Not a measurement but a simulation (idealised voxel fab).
This is a process module. Its name is voxel wiring stack.
170 nm wide, 5 nm square cells: that's cross-section cut.
Just so we're on the same page, the cross-sections are grids of square cells, and they're listed out in bands top to bottom, each band one or more rows deep. The band entry comprises the height of the band's top followed by the height of its bottom, expressed in nm, and subsequently the band's materials from left to right, each stated together with its width in nm. Where a single material is marked with the word "edge to edge", that material fills the band from edge to edge. The word "empty" represents empty space. A quick word on heights: they are counted from 0, and under that level the wafer as it came to us is one material throughout. The lowest band is different from the rest in having no bottom; it simply continues downward, written as in "0 -> down". Width: "30..40" (first number = top row, second number = bottom row, same change from row to row of cells). When a step is marked "remained the same", none of the cells in the cross-section changed during that step. Look at "Voids, sealed" for the closed voids: empty spaces with no open path to the top, sized 8 cells or up. Each is width x height at distance, distance from the left edge, all nm. What comes after the settings on a step's line is commentary from the simulator itself on that step. Each step line may optionally specify "overlay nm", which for a step with a mask gives the rightward distance between the mask's planned place and where it lay, a negative value indicating the leftward direction.
Process steps foreseen in the plan
1) RECEIVE (material Si)
2) CONFORMAL_DEP (material SiO2; thk nm 15)
3) DIRECTIONAL_DEP (material TiN; thk nm 5)
4) DIRECTIONAL_DEP (material Ru; thk nm 15)
5) PATTERN (tone cover; mask id METAL_1; material resist; width nm 25; pitch nm 40; thk nm 15; overlay nm 0)
6) DIRECTIONAL_ETCH (etch materials Ru; depth nm 15)
7) DIRECTIONAL_ETCH (etch materials TiN; depth nm 5)
8) STRIP (etch materials resist)
9) CONFORMAL_DEP (material SiCN; thk nm 5)
10) FILL_DEP (material lowk; thk nm 10)
11) CMP (height nm 35)
12) CONFORMAL_DEP (material SiCN; thk nm 5)
13) DIRECTIONAL_DEP (material lowk; thk nm 10)
14) PATTERN (tone open; mask id PLUG_1; material resist; width nm 15; thk nm 20; overlay nm 0)
15) DIRECTIONAL_ETCH (etch materials lowk; depth nm 10)
16) DIRECTIONAL_ETCH (etch materials SiCN; depth nm 5)
17) STRIP (etch materials resist)
18) CONFORMAL_DEP (material TiN; thk nm 5)
19) FILL_DEP (material W; thk nm 10)
20) CMP (height nm 50)
21) DIRECTIONAL_DEP (material TiN; thk nm 5)
22) DIRECTIONAL_DEP (material Ru; thk nm 25)
23) DIRECTIONAL_DEP (material aC; thk nm 15)
24) PATTERN (tone cover; mask id METAL_2; material resist; width nm 25; pitch nm 40; thk nm 30; overlay nm 0)
25) DIRECTIONAL_ETCH (etch materials aC; depth nm 15)
26) STRIP (etch materials resist)
27) DIRECTIONAL_ETCH (etch materials Ru; depth nm 25)
28) DIRECTIONAL_ETCH (etch materials TiN; depth nm 5)
29) STRIP (etch materials aC)
30) FILL_DEP (material lowk; thk nm 5)
31) CMP (height nm 80)
32) CONFORMAL_DEP (material SiCN; thk nm 5)
33) DIRECTIONAL_DEP (material SiO2; thk nm 25)
34) PATTERN (tone open; mask id METAL_3_HOLES; material resist; width nm 15; thk nm 15; overlay nm 0)
35) DIRECTIONAL_ETCH (etch materials SiO2; depth nm 25)
36) STRIP (etch materials resist)
37) PATTERN (tone open; mask id METAL_3; material resist; width nm 25; pitch nm 40; thk nm 15; overlay nm 0)
38) DIRECTIONAL_ETCH (etch materials SiO2; depth nm 15)
39) DIRECTIONAL_ETCH (etch materials SiCN; depth nm 5)
40) STRIP (etch materials resist)
41) CONFORMAL_DEP (material TiN; thk nm 5)
42) FILL_DEP (material Cu; thk nm 10)
43) CMP (height nm 110)
44) CONFORMAL_DEP (material SiN; thk nm 5)
This is the cross-section of the wafer as we received it, i.e. after step 1
	0 -> down | Si edge to edge
	Voids, sealed: none
First wafer of two, sectioned at end of module; run went per plan
	115 -> 110 | SiN edge to edge
	110 -> 100 | SiO2 (50); TiN (5); Cu (15); TiN (5); SiO2 (15); TiN (5); Cu (15); TiN (5); SiO2 (55)
	100 -> 95 | SiO2 (50); TiN (5); Cu (5); TiN (15); SiO2 (15); TiN (25); SiO2 (55)
	95 -> 85 | SiO2 (50); TiN (5); Cu (5); TiN (5); SiO2 (105)
	85 -> 80 | SiCN (50); TiN (15); SiCN (105)
	80 -> 55 | lowk (50); Ru (25); lowk (15); Ru (25); lowk (55)
	55 -> 50 | lowk (50); TiN (25); lowk (15); TiN (25); lowk (55)
	50 -> 40 | lowk (50); TiN (5); W (5); TiN (5); lowk (105)
	40 -> 35 | SiCN (50); TiN (15); SiCN (105)
	35 -> 20 | lowk (45); SiCN (5); Ru (25); SiCN (5); lowk (5); SiCN (5); Ru (25); SiCN (5); lowk (50)
	20 -> 15 | SiCN (50); TiN (25); SiCN (15); TiN (25); SiCN (55)
	15 -> 0 | SiO2 edge to edge
	0 -> down | Si edge to edge
	Voids, sealed: none
The second wafer, shown in cross-section after the module: started the same way as the first and given the same plan, yet one mistake crept into how it was run
	115 -> 110 | SiN edge to edge
	110 -> 100 | SiO2 (50); TiN (5); Cu (15); TiN (5); SiO2 (15); TiN (5); Cu (15); TiN (5); SiO2 (55)
	100 -> 95 | SiO2 (50); TiN (5); Cu (5); TiN (15); SiO2 (15); TiN (25); SiO2 (55)
	95 -> 85 | SiO2 (50); TiN (5); Cu (5); TiN (5); SiO2 (105)
	85 -> 80 | SiCN (50); TiN (15); SiCN (105)
	80 -> 55 | lowk (50); Ru (25); lowk (15); Ru (25); lowk (55)
	55 -> 50 | lowk (50); TiN (25); lowk (15); TiN (25); lowk (55)
	50 -> 40 | lowk (45); TiN (5); W (5); TiN (5); lowk (110)
	40 -> 35 | SiCN (45); TiN (15); SiCN (110)
	35 -> 20 | lowk (45); SiCN (5); Ru (25); SiCN (5); lowk (5); SiCN (5); Ru (25); SiCN (5); lowk (50)
	20 -> 15 | SiCN (50); TiN (25); SiCN (15); TiN (25); SiCN (55)
	15 -> 0 | SiO2 edge to edge
	0 -> down | Si edge to edge
	Voids, sealed: none
Error vs. plan: planned and actual differ for step 14; actual: PATTERN (tone open; mask id PLUG_1; material resist; width nm 15; thk nm 20; overlay nm -5)
Final state: per-material cell counts identical on both wafers; locations differ.
